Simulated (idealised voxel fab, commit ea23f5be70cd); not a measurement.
The following is a process module called voxel self aligned contacts.
In the cross-section labelled cut, the width is 235 nm and each square cell is 5 nm.
How to read a cross-section here: the picture is a grid of square cells, written as bands going from the top down, and any band can span one or more rows of cells.
Per band: top height and bottom height in nm, followed by the left-to-right materials and their widths in nm; "everywhere" marks a single material spanning edge to edge, "empty" marks empty space.
Beneath 0, the wafer as received is one material, and that level is where height counting begins. The lowest band goes on downward without a bottom; it is written like "z 0 and below".
When a width is written as two numbers, as in "30->40", the first number is the width in the top row of cells of the band and the second is the width in its bottom row, and the width changes by the same amount from each row to the next.
"stayed the same" means the step left every cell of the cross-section as it was.
In "Sealed cavities" the enclosed voids are listed, meaning empty spaces of 8 cells or larger without any opening to the top. The form is width x height at distance, distance from the left edge, units nm.
If you see something after the settings on a step's line, that's the simulator's own remark about that step.
Regarding "overlay nm": on a step with a mask, it is the distance the mask lay to the right of its planned place; a negative value places it to the left.
Below is the list of planned process steps
1,RECEIVE | material Si
2,CONFORMAL_DEP | material SiO2 | thk nm 5
3,DIRECTIONAL_DEP | material polySi | thk nm 20
4,DIRECTIONAL_DEP | material SiN | thk nm 25
5,MASKED_ETCH | tone cover | mask id GATE | width nm 25 | pitch nm 65 | etch materials SiN | depth nm 25 | overlay nm 0
6,MASKED_ETCH | tone cover | mask id GATE | width nm 25 | pitch nm 65 | etch materials polySi | depth nm 20 | overlay nm 0
7,CONFORMAL_DEP | material SiN | thk nm 10
8,DIRECTIONAL_ETCH | etch materials SiN | depth nm 10
9,FILL_DEP | material SiO2 | thk nm 15
10,CMP | height nm 60
11,PATTERN | tone open | mask id CONTACT | material resist | width nm 50 | pitch nm 65 | thk nm 20 | overlay nm 0
12,DIRECTIONAL_ETCH | etch materials SiO2 | depth nm 60
13,STRIP | etch materials resist
14,CONFORMAL_DEP | material TiN | thk nm 5
15,FILL_DEP | material Ru | thk nm 10
16,CMP | height nm 60
17,CONFORMAL_DEP | material SiCN | thk nm 5
Wafer as received: cross-section following step 1
  z 0 and below | Si everywhere
  Sealed cavities: none
This is how the wafer looks in cross-section once the module is done, given the starting state and plan above and one mistake in carrying the plan out
  z 80 to 75 | SiCN everywhere
  z 75 to 65 | Ru everywhere
  z 65 to 60 | 65 of TiN  40 of Ru  25 of TiN  40 of Ru  65 of TiN
  z 60 to 50 | 60 of SiO2  5->20 of TiN  40->10 of Ru  5->20 of TiN  15 of SiO2  5->20 of TiN  40->10 of Ru  5->20 of TiN  60 of SiO2
  z 50 to 25 | 30 of SiO2  45 of SiN  5 of TiN  10 of Ru  5 of TiN  45 of SiN  5 of TiN  10 of Ru  5 of TiN  45 of SiN  30 of SiO2
  z 25 to 5 | 30 of SiO2  10 of SiN  25 of polySi  10 of SiN  5 of TiN  10 of Ru  5 of TiN  10 of SiN  25 of polySi  10 of SiN  5 of TiN  10 of Ru  5 of TiN  10 of SiN  25 of polySi  10 of SiN  30 of SiO2
  z 5 to 0 | 75 of SiO2  20 of TiN  45 of SiO2  20 of TiN  75 of SiO2
  z 0 and below | Si everywhere
  Sealed cavities: none
Plan not followed: not run: step 16 of the plan (skipped)
